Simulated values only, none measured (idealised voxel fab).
process module | voxel gate over fins
cross-section cut | 155 nm wide | cells 5 nm
A cross-section is a grid of square cells, given in bands from the top down. A band is one or more rows of cells.
Each band's line starts with the height of the band's top and of its bottom, in nm. Then come its materials from left to right, each with its width in nm. One material with "throughout" fills the band from edge to edge. "air" is empty space.
Height 0 is the level under which the wafer as received is all one material. The lowest band goes on downwards, as in "0 down".
A width such as "30 to 40" changes by the same amount from each row of cells to the next, from the band's top row to its bottom row.
"no change" after a step means that no cell of the cross-section changed.
closed voids: empty space of 8 cells or more with no open way to the top, each as width x height at its distance from the left edge, in nm
after a step's settings: what the simulator itself notes on the step
overlay nm, on a step with a mask: how far to the right of its planned place the mask lay; to the left if negative
plan
1 op RECEIVE | material Si
2 op CONFORMAL_DEP | material SiN | thk nm 10
3 op MASKED_ETCH | tone cover | mask id FINS | width nm 15 | pitch nm 55 | etch materials SiN | depth nm 10 | overlay nm 0
4 op MASKED_ETCH | tone cover | mask id FINS | width nm 15 | pitch nm 55 | etch materials Si | depth nm 35 | overlay nm 0
5 op FILL_DEP | material SiO2 | thk nm 15
6 op CMP | height nm 10
7 op DIRECTIONAL_DEP | material aC | thk nm 10
8 op PATTERN | tone open | mask id RAIL | material resist | width nm 15 | thk nm 25 | overlay nm 0
9 op DIRECTIONAL_ETCH | etch materials aC | depth nm 10
10 op STRIP | etch materials resist
11 op DIRECTIONAL_ETCH | etch materials SiO2 | depth nm 40
12 op STRIP | etch materials aC
13 op CONFORMAL_DEP | material TiN | thk nm 5
14 op FILL_DEP | material Ru | thk nm 10
15 op CMP | height nm 10
16 op SELECTIVE_ETCH | etch materials W Ru TiN | depth nm 30
17 op FILL_DEP | material SiO2 | thk nm 5
18 op CMP | height nm 10
19 op SELECTIVE_ETCH | etch materials SiO2 | depth nm 25
20 op STRIP | etch materials SiN
21 op CONFORMAL_DEP | material HfO2 | thk nm 5
22 op CONFORMAL_DEP | material TiN | thk nm 5
23 op CONFORMAL_DEP | material TiAl | thk nm 5
24 op CONFORMAL_DEP | material TiN | thk nm 5
25 op FILL_DEP | material W | thk nm 10
26 op CMP | height nm 25
27 op CONFORMAL_DEP | material SiCN | thk nm 10
first wafer, as planned
as received, after step 1
  0 down: Si throughout
  closed voids: none
after step 2
  10 to 0: SiN throughout
  below 0: unchanged
after step 3
  10 to 0: air 15 | SiN 15 | air 40 | SiN 15 | air 40 | SiN 15 | air 15
  below 0: unchanged
after step 4
  10 to 0: air 15 | SiN 15 | air 40 | SiN 15 | air 40 | SiN 15 | air 15
  0 to -35: air 15 | Si 15 | air 40 | Si 15 | air 40 | Si 15 | air 15
  below -35: unchanged
after step 5
  25 to 10: SiO2 throughout
  10 to 0: SiO2 15 | SiN 15 | SiO2 40 | SiN 15 | SiO2 40 | SiN 15 | SiO2 15
  0 to -35: SiO2 15 | Si 15 | SiO2 40 | Si 15 | SiO2 40 | Si 15 | SiO2 15
  below -35: unchanged
after step 6
  10 to 0: SiO2 15 | SiN 15 | SiO2 40 | SiN 15 | SiO2 40 | SiN 15 | SiO2 15
  below 0: unchanged
after step 7
  20 to 10: aC throughout
  below 10: unchanged
after step 8
  45 to 20: resist 40 | air 15 | resist 100
  below 20: unchanged
after step 9
  35 to 20: resist 40 | air 15 | resist 100
  20 to 10: aC 40 | air 15 | aC 100
  below 10: unchanged
after step 10
  20 to 10: aC 40 | air 15 | aC 100
  below 10: unchanged
after step 11
  20 to 10: aC 40 | air 15 | aC 100
  10 to 0: SiO2 15 | SiN 15 | SiO2 10 | air 15 | SiO2 15 | SiN 15 | SiO2 40 | SiN 15 | SiO2 15
  0 to -30: SiO2 15 | Si 15 | SiO2 10 | air 15 | SiO2 15 | Si 15 | SiO2 40 | Si 15 | SiO2 15
  below -30: unchanged
after step 12
  10 to 0: SiO2 15 | SiN 15 | SiO2 10 | air 15 | SiO2 15 | SiN 15 | SiO2 40 | SiN 15 | SiO2 15
  below 0: unchanged
after step 13
  15 to 10: TiN 45 | air 5 | TiN 105
  10 to 0: SiO2 15 | SiN 15 | SiO2 10 | TiN 5 | air 5 | TiN 5 | SiO2 15 | SiN 15 | SiO2 40 | SiN 15 | SiO2 15
  0 to -25: SiO2 15 | Si 15 | SiO2 10 | TiN 5 | air 5 | TiN 5 | SiO2 15 | Si 15 | SiO2 40 | Si 15 | SiO2 15
  -25 to -30: SiO2 15 | Si 15 | SiO2 10 | TiN 15 | SiO2 15 | Si 15 | SiO2 40 | Si 15 | SiO2 15
  below -30: unchanged
after step 14
  25 to 15: Ru throughout
  15 to 10: TiN 45 | Ru 5 | TiN 105
  10 to 0: SiO2 15 | SiN 15 | SiO2 10 | TiN 5 | Ru 5 | TiN 5 | SiO2 15 | SiN 15 | SiO2 40 | SiN 15 | SiO2 15
  0 to -25: SiO2 15 | Si 15 | SiO2 10 | TiN 5 | Ru 5 | TiN 5 | SiO2 15 | Si 15 | SiO2 40 | Si 15 | SiO2 15
  below -25: unchanged
after step 15
  10 to 0: SiO2 15 | SiN 15 | SiO2 10 | TiN 5 | Ru 5 | TiN 5 | SiO2 15 | SiN 15 | SiO2 40 | SiN 15 | SiO2 15
  below 0: unchanged
after step 16
  10 to 0: SiO2 15 | SiN 15 | SiO2 10 | air 15 | SiO2 15 | SiN 15 | SiO2 40 | SiN 15 | SiO2 15
  0 to -20: SiO2 15 | Si 15 | SiO2 10 | air 15 | SiO2 15 | Si 15 | SiO2 40 | Si 15 | SiO2 15
  below -20: unchanged
after step 17
  15 to 10: SiO2 throughout
  10 to 0: SiO2 15 | SiN 15 | SiO2 40 | SiN 15 | SiO2 40 | SiN 15 | SiO2 15
  0 to -20: SiO2 15 | Si 15 | SiO2 40 | Si 15 | SiO2 40 | Si 15 | SiO2 15
  below -20: unchanged
after step 18
  10 to 0: SiO2 15 | SiN 15 | SiO2 40 | SiN 15 | SiO2 40 | SiN 15 | SiO2 15
  below 0: unchanged
after step 19
  10 to 0: air 15 | SiN 15 | air 40 | SiN 15 | air 40 | SiN 15 | air 15
  0 to -15: air 15 | Si 15 | air 40 | Si 15 | air 40 | Si 15 | air 15
  below -15: unchanged
after step 20
  0 to -15: air 15 | Si 15 | air 40 | Si 15 | air 40 | Si 15 | air 15
  below -15: unchanged
after step 21
  5 to 0: air 10 | HfO2 25 | air 30 | HfO2 25 | air 30 | HfO2 25 | air 10
  0 to -10: air 10 | HfO2 5 | Si 15 | HfO2 5 | air 30 | HfO2 5 | Si 15 | HfO2 5 | air 30 | HfO2 5 | Si 15 | HfO2 5 | air 10
  -10 to -15: HfO2 15 | Si 15 | HfO2 40 | Si 15 | HfO2 40 | Si 15 | HfO2 15
  below -15: unchanged
after step 22
  10 to 5: air 5 | TiN 35 | air 20 | TiN 35 | air 20 | TiN 35 | air 5
  5 to 0: air 5 | TiN 5 | HfO2 25 | TiN 5 | air 20 | TiN 5 | HfO2 25 | TiN 5 | air 20 | TiN 5 | HfO2 25 | TiN 5 | air 5
  0 to -5: air 5 | TiN 5 | HfO2 5 | Si 15 | HfO2 5 | TiN 5 | air 20 | TiN 5 | HfO2 5 | Si 15 | HfO2 5 | TiN 5 | air 20 | TiN 5 | HfO2 5 | Si 15 | HfO2 5 | TiN 5 | air 5
  -5 to -10: TiN 10 | HfO2 5 | Si 15 | HfO2 5 | TiN 30 | HfO2 5 | Si 15 | HfO2 5 | TiN 30 | HfO2 5 | Si 15 | HfO2 5 | TiN 10
  below -10: unchanged
after step 23
  15 to 10: TiAl 45 | air 10 | TiAl 45 | air 10 | TiAl 45
  10 to 5: TiAl 5 | TiN 35 | TiAl 5 | air 10 | TiAl 5 | TiN 35 | TiAl 5 | air 10 | TiAl 5 | TiN 35 | TiAl 5
  5 to 0: TiAl 5 | TiN 5 | HfO2 25 | TiN 5 | TiAl 5 | air 10 | TiAl 5 | TiN 5 | HfO2 25 | TiN 5 | TiAl 5 | air 10 | TiAl 5 | TiN 5 | HfO2 25 | TiN 5 | TiAl 5
  0 to -5: TiAl 5 | TiN 5 | HfO2 5 | Si 15 | HfO2 5 | TiN 5 | TiAl 20 | TiN 5 | HfO2 5 | Si 15 | HfO2 5 | TiN 5 | TiAl 20 | TiN 5 | HfO2 5 | Si 15 | HfO2 5 | TiN 5 | TiAl 5
  below -5: unchanged
after step 24
  20 to 15: TiN throughout
  15 to 10: TiAl 45 | TiN 10 | TiAl 45 | TiN 10 | TiAl 45
  10 to 5: TiAl 5 | TiN 35 | TiAl 5 | TiN 10 | TiAl 5 | TiN 35 | TiAl 5 | TiN 10 | TiAl 5 | TiN 35 | TiAl 5
  5 to 0: TiAl 5 | TiN 5 | HfO2 25 | TiN 5 | TiAl 5 | TiN 10 | TiAl 5 | TiN 5 | HfO2 25 | TiN 5 | TiAl 5 | TiN 10 | TiAl 5 | TiN 5 | HfO2 25 | TiN 5 | TiAl 5
  below 0: unchanged
after step 25
  30 to 20: W throughout
  below 20: unchanged
after step 26
  25 to 20: W throughout
  below 20: unchanged
after step 27
  35 to 25: SiCN throughout
  below 25: unchanged
second wafer: like start, like plan, one mistake. Through step 7 it matches the first wafer
when step 8 should have ended
  45 to 20: resist 35 | air 25 | resist 95
  below 20: unchanged
when step 9 should have ended
  35 to 20: resist 35 | air 25 | resist 95
  20 to 10: aC 35 | air 25 | aC 95
  below 10: unchanged
when step 10 should have ended
  20 to 10: aC 35 | air 25 | aC 95
  below 10: unchanged
when step 11 should have ended
  20 to 10: aC 35 | air 25 | aC 95
  10 to 0: SiO2 15 | SiN 15 | SiO2 5 | air 25 | SiO2 10 | SiN 15 | SiO2 40 | SiN 15 | SiO2 15
  0 to -30: SiO2 15 | Si 15 | SiO2 5 | air 25 | SiO2 10 | Si 15 | SiO2 40 | Si 15 | SiO2 15
  below -30: unchanged
when step 12 should have ended
  10 to 0: SiO2 15 | SiN 15 | SiO2 5 | air 25 | SiO2 10 | SiN 15 | SiO2 40 | SiN 15 | SiO2 15
  below 0: unchanged
when step 13 should have ended
  15 to 10: TiN 40 | air 15 | TiN 100
  10 to 0: SiO2 15 | SiN 15 | SiO2 5 | TiN 5 | air 15 | TiN 5 | SiO2 10 | SiN 15 | SiO2 40 | SiN 15 | SiO2 15
  0 to -25: SiO2 15 | Si 15 | SiO2 5 | TiN 5 | air 15 | TiN 5 | SiO2 10 | Si 15 | SiO2 40 | Si 15 | SiO2 15
  -25 to -30: SiO2 15 | Si 15 | SiO2 5 | TiN 25 | SiO2 10 | Si 15 | SiO2 40 | Si 15 | SiO2 15
  below -30: unchanged
when step 14 should have ended
  25 to 15: Ru throughout
  15 to 10: TiN 40 | Ru 15 | TiN 100
  10 to 0: SiO2 15 | SiN 15 | SiO2 5 | TiN 5 | Ru 15 | TiN 5 | SiO2 10 | SiN 15 | SiO2 40 | SiN 15 | SiO2 15
  0 to -25: SiO2 15 | Si 15 | SiO2 5 | TiN 5 | Ru 15 | TiN 5 | SiO2 10 | Si 15 | SiO2 40 | Si 15 | SiO2 15
  below -25: unchanged
when step 15 should have ended
  10 to 0: SiO2 15 | SiN 15 | SiO2 5 | TiN 5 | Ru 15 | TiN 5 | SiO2 10 | SiN 15 | SiO2 40 | SiN 15 | SiO2 15
  below 0: unchanged
when step 16 should have ended
  10 to 0: SiO2 15 | SiN 15 | SiO2 5 | air 25 | SiO2 10 | SiN 15 | SiO2 40 | SiN 15 | SiO2 15
  0 to -20: SiO2 15 | Si 15 | SiO2 5 | air 25 | SiO2 10 | Si 15 | SiO2 40 | Si 15 | SiO2 15
  below -20: unchanged
when step 17 should have ended
  15 to 10: SiO2 throughout
  10 to 0: SiO2 15 | SiN 15 | SiO2 40 | SiN 15 | SiO2 40 | SiN 15 | SiO2 15
  0 to -20: SiO2 15 | Si 15 | SiO2 40 | Si 15 | SiO2 40 | Si 15 | SiO2 15
  below -20: unchanged
when step 18 should have ended
  10 to 0: SiO2 15 | SiN 15 | SiO2 40 | SiN 15 | SiO2 40 | SiN 15 | SiO2 15
  below 0: unchanged
when step 19 should have ended
  10 to 0: air 15 | SiN 15 | air 40 | SiN 15 | air 40 | SiN 15 | air 15
  0 to -15: air 15 | Si 15 | air 40 | Si 15 | air 40 | Si 15 | air 15
  below -15: unchanged
when step 20 should have ended
  0 to -15: air 15 | Si 15 | air 40 | Si 15 | air 40 | Si 15 | air 15
  below -15: unchanged
when step 21 should have ended
  5 to 0: air 10 | HfO2 25 | air 30 | HfO2 25 | air 30 | HfO2 25 | air 10
  0 to -10: air 10 | HfO2 5 | Si 15 | HfO2 5 | air 30 | HfO2 5 | Si 15 | HfO2 5 | air 30 | HfO2 5 | Si 15 | HfO2 5 | air 10
  -10 to -15: HfO2 15 | Si 15 | HfO2 40 | Si 15 | HfO2 40 | Si 15 | HfO2 15
  below -15: unchanged
when step 22 should have ended
  10 to 5: air 5 | TiN 35 | air 20 | TiN 35 | air 20 | TiN 35 | air 5
  5 to 0: air 5 | TiN 5 | HfO2 25 | TiN 5 | air 20 | TiN 5 | HfO2 25 | TiN 5 | air 20 | TiN 5 | HfO2 25 | TiN 5 | air 5
  0 to -5: air 5 | TiN 5 | HfO2 5 | Si 15 | HfO2 5 | TiN 5 | air 20 | TiN 5 | HfO2 5 | Si 15 | HfO2 5 | TiN 5 | air 20 | TiN 5 | HfO2 5 | Si 15 | HfO2 5 | TiN 5 | air 5
  -5 to -10: TiN 10 | HfO2 5 | Si 15 | HfO2 5 | TiN 30 | HfO2 5 | Si 15 | HfO2 5 | TiN 30 | HfO2 5 | Si 15 | HfO2 5 | TiN 10
  below -10: unchanged
when step 23 should have ended
  15 to 10: TiAl 45 | air 10 | TiAl 45 | air 10 | TiAl 45
  10 to 5: TiAl 5 | TiN 35 | TiAl 5 | air 10 | TiAl 5 | TiN 35 | TiAl 5 | air 10 | TiAl 5 | TiN 35 | TiAl 5
  5 to 0: TiAl 5 | TiN 5 | HfO2 25 | TiN 5 | TiAl 5 | air 10 | TiAl 5 | TiN 5 | HfO2 25 | TiN 5 | TiAl 5 | air 10 | TiAl 5 | TiN 5 | HfO2 25 | TiN 5 | TiAl 5
  0 to -5: TiAl 5 | TiN 5 | HfO2 5 | Si 15 | HfO2 5 | TiN 5 | TiAl 20 | TiN 5 | HfO2 5 | Si 15 | HfO2 5 | TiN 5 | TiAl 20 | TiN 5 | HfO2 5 | Si 15 | HfO2 5 | TiN 5 | TiAl 5
  below -5: unchanged
when step 24 should have ended
  20 to 15: TiN throughout
  15 to 10: TiAl 45 | TiN 10 | TiAl 45 | TiN 10 | TiAl 45
  10 to 5: TiAl 5 | TiN 35 | TiAl 5 | TiN 10 | TiAl 5 | TiN 35 | TiAl 5 | TiN 10 | TiAl 5 | TiN 35 | TiAl 5
  5 to 0: TiAl 5 | TiN 5 | HfO2 25 | TiN 5 | TiAl 5 | TiN 10 | TiAl 5 | TiN 5 | HfO2 25 | TiN 5 | TiAl 5 | TiN 10 | TiAl 5 | TiN 5 | HfO2 25 | TiN 5 | TiAl 5
  below 0: unchanged
when step 25 should have ended
  30 to 20: W throughout
  below 20: unchanged
when step 26 should have ended
  25 to 20: W throughout
  below 20: unchanged
when step 27 should have ended
  35 to 25: SiCN throughout
  below 25: unchanged
what went wrong: step 8 ran as: op PATTERN | tone open | mask id RAIL | material resist | width nm 25 | thk nm 25 | overlay nm 0
at the end the second wafer has, in cells: 2 more of Ru | 4 fewer of SiO2 | 2 more of TiN
